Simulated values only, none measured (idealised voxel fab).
process module | voxel gate over fins
cross-section cut | 260 nm wide | cells 5 nm
A cross-section is a grid of square cells, given in bands from the top down. A band is one or more rows of cells.
Each band's line starts with the height of the band's top and of its bottom, in nm. Then come its materials from left to right, each with its width in nm. One material with "throughout" fills the band from edge to edge. "air" is empty space.
Height 0 is the level under which the wafer as received is all one material. The lowest band goes on downwards, as in "0 down".
A width such as "30 to 40" changes by the same amount from each row of cells to the next, from the band's top row to its bottom row.
"no change" after a step means that no cell of the cross-section changed.
closed voids: empty space of 8 cells or more with no open way to the top, each as width x height at its distance from the left edge, in nm
after a step's settings: what the simulator itself notes on the step
overlay nm, on a step with a mask: how far to the right of its planned place the mask lay; to the left if negative
plan
1 op RECEIVE | material Si
2 op CONFORMAL_DEP | material SiN | thk nm 5
3 op MASKED_ETCH | tone cover | mask id FINS | width nm 15 | pitch nm 45 | etch materials SiN | depth nm 5 | overlay nm 0
4 op MASKED_ETCH | tone cover | mask id FINS | width nm 15 | pitch nm 45 | etch materials Si | depth nm 35 | overlay nm 0
5 op FILL_DEP | material SiO2 | thk nm 10
6 op CMP | height nm 5
7 op SELECTIVE_ETCH | etch materials SiO2 | depth nm 15
8 op STRIP | etch materials SiN
9 op CONFORMAL_DEP | material HfO2 | thk nm 5
10 op CONFORMAL_DEP | material TiN | thk nm 5
11 op FILL_DEP | material W | thk nm 10
12 op CMP | height nm 15
13 op CONFORMAL_DEP | material SiCN | thk nm 5
as received, after step 1
  0 down: Si throughout
  closed voids: none
first wafer at the end, as planned
  20 to 15: SiCN throughout
  15 to 10: W throughout
  10 to 5: W 45 | TiN 35 | W 10 | TiN 35 | W 10 | TiN 35 | W 10 | TiN 35 | W 45
  5 to 0: W 45 | TiN 5 | HfO2 25 | TiN 5 | W 10 | TiN 5 | HfO2 25 | TiN 5 | W 10 | TiN 5 | HfO2 25 | TiN 5 | W 10 | TiN 5 | HfO2 25 | TiN 5 | W 45
  0 to -5: TiN 50 | HfO2 5 | Si 15 | HfO2 5 | TiN 20 | HfO2 5 | Si 15 | HfO2 5 | TiN 20 | HfO2 5 | Si 15 | HfO2 5 | TiN 20 | HfO2 5 | Si 15 | HfO2 5 | TiN 50
  -5 to -10: HfO2 55 | Si 15 | HfO2 30 | Si 15 | HfO2 30 | Si 15 | HfO2 30 | Si 15 | HfO2 55
  -10 to -35: SiO2 55 | Si 15 | SiO2 30 | Si 15 | SiO2 30 | Si 15 | SiO2 30 | Si 15 | SiO2 55
  -35 down: Si throughout
  closed voids: none
second wafer at the end: like start, like plan, one mistake
  20 to 15: SiCN throughout
  15 to 10: W throughout
  10 to 5: W 45 | TiN 35 | W 10 | TiN 35 | W 10 | TiN 35 | W 10 | TiN 35 | W 45
  5 to 0: W 45 | TiN 5 | HfO2 25 | TiN 5 | W 10 | TiN 5 | HfO2 25 | TiN 5 | W 10 | TiN 5 | HfO2 25 | TiN 5 | W 10 | TiN 5 | HfO2 25 | TiN 5 | W 45
  0 to -15: W 45 | TiN 5 | HfO2 5 | Si 15 | HfO2 5 | TiN 5 | W 10 | TiN 5 | HfO2 5 | Si 15 | HfO2 5 | TiN 5 | W 10 | TiN 5 | HfO2 5 | Si 15 | HfO2 5 | TiN 5 | W 10 | TiN 5 | HfO2 5 | Si 15 | HfO2 5 | TiN 5 | W 45
  -15 to -20: TiN 50 | HfO2 5 | Si 15 | HfO2 5 | TiN 20 | HfO2 5 | Si 15 | HfO2 5 | TiN 20 | HfO2 5 | Si 15 | HfO2 5 | TiN 20 | HfO2 5 | Si 15 | HfO2 5 | TiN 50
  -20 to -25: HfO2 55 | Si 15 | HfO2 30 | Si 15 | HfO2 30 | Si 15 | HfO2 30 | Si 15 | HfO2 55
  -25 to -35: SiO2 55 | Si 15 | SiO2 30 | Si 15 | SiO2 30 | Si 15 | SiO2 30 | Si 15 | SiO2 55
  -35 down: Si throughout
  closed voids: none
what went wrong: step 7 was run twice
at the end the second wafer has, in cells: 24 more of HfO2 | 120 fewer of SiO2 | 24 more of TiN | 72 more of W
